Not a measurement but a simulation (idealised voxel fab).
The process module presented herein is designated voxel self aligned contacts.
Shown is cross-section cut, with a width of 240 nm and square cells of size 5 nm.
Format of a cross-section: grid, square cells. Given as bands. Order: top down. Band: one or more rows of cells.
Heads up on the band format: heights come first, top then bottom, in nm. After that it's the materials left to right, each with its width in nm. A single material flagged "all across" fills the whole band edge to edge, and "air" means there's empty space there.
The reference from which all heights are counted is 0, the level beneath which the as-received wafer is entirely one material; the lowest band, having no lower bound, proceeds downward and is written after the example "z 0 and below".
The two numbers in a width such as "30..40" mark its ends across the band: the first belongs to the top row of cells, the second to the bottom row, and from each row to the next the width moves by the same amount.
A step reported as "remained the same" is a step in which no cell of the cross-section changed.
"Unvented internal voids" enumerates empty spaces isolated from the top, with no open way to it, that contain at least 8 cells, giving each as width x height at distance from the left edge, all three in nm.
Anything after a step's settings on that line? It's the simulator's own note about the step.
overlay nm: step with mask; distance mask lay right of planned place; negative value = left of planned place.
Here's what the planned process steps look like
1: RECEIVE (material Si)
2: OXIDIZE (depth nm 5)
3: DIRECTIONAL_DEP (material polySi; thk nm 20)
4: DIRECTIONAL_DEP (material SiN; thk nm 20)
5: DIRECTIONAL_DEP (material aC; thk nm 15)
6: PATTERN (tone cover; mask id GATE; material resist; width nm 30; pitch nm 70; thk nm 30; overlay nm 0)
7: DIRECTIONAL_ETCH (etch materials aC; depth nm 15)
8: STRIP (etch materials resist)
9: DIRECTIONAL_ETCH (etch materials SiN; depth nm 20)
10: DIRECTIONAL_ETCH (etch materials polySi; depth nm 20)
11: STRIP (etch materials aC)
12: CONFORMAL_DEP (material SiN; thk nm 10)
13: DIRECTIONAL_ETCH (etch materials SiN; depth nm 10)
14: FILL_DEP (material SiO2; thk nm 20)
15: CMP (height nm 50)
16: PATTERN (tone open; mask id CONTACT; material resist; width nm 50; thk nm 20; overlay nm 0)
17: DIRECTIONAL_ETCH (etch materials SiO2; depth nm 55)
18: STRIP (etch materials resist)
19: CONFORMAL_DEP (material TiN; thk nm 5)
20: FILL_DEP (material W; thk nm 10)
21: CMP (height nm 50)
22: CONFORMAL_DEP (material SiCN; thk nm 5)
As-received state of the wafer in cross-section, equivalent to post-step 1
  z 0 and below | Si all across
  Unvented internal voids: none
a wafer at the end: this start, this plan, one mistake
  z 55 to 50 | SiCN all across
  z 50 to 40 | 95 of SiO2, then 5..20 of TiN, then 40..10 of W, then 5..20 of TiN, then 95 of SiO2
  z 40 to 20 | 60 of SiO2, then 50 of SiN, then 5 of TiN, then 10 of W, then 5 of TiN, then 50 of SiN, then 60 of SiO2
  z 20 to 10 | 60 of SiO2, then 10 of SiN, then 30 of polySi, then 10 of SiN, then 5 of TiN, then 10 of W, then 5 of TiN, then 10 of SiN, then 30 of polySi, then 10 of SiN, then 60 of SiO2
  z 10 to 5 | 60 of SiO2, then 10 of SiN, then 30 of polySi, then 10 of SiN, then 20 of TiN, then 10 of SiN, then 30 of polySi, then 10 of SiN, then 60 of SiO2
  z 5 to 0 | polySi all across
  z 0 to -5 | SiO2 all across
  z -5 and below | Si all across
  Unvented internal voids: none
In executing the process, a mistake was made relative to the plan: contrary to plan, step 10 was performed as DIRECTIONAL_ETCH (etch materials polySi; depth nm 15)
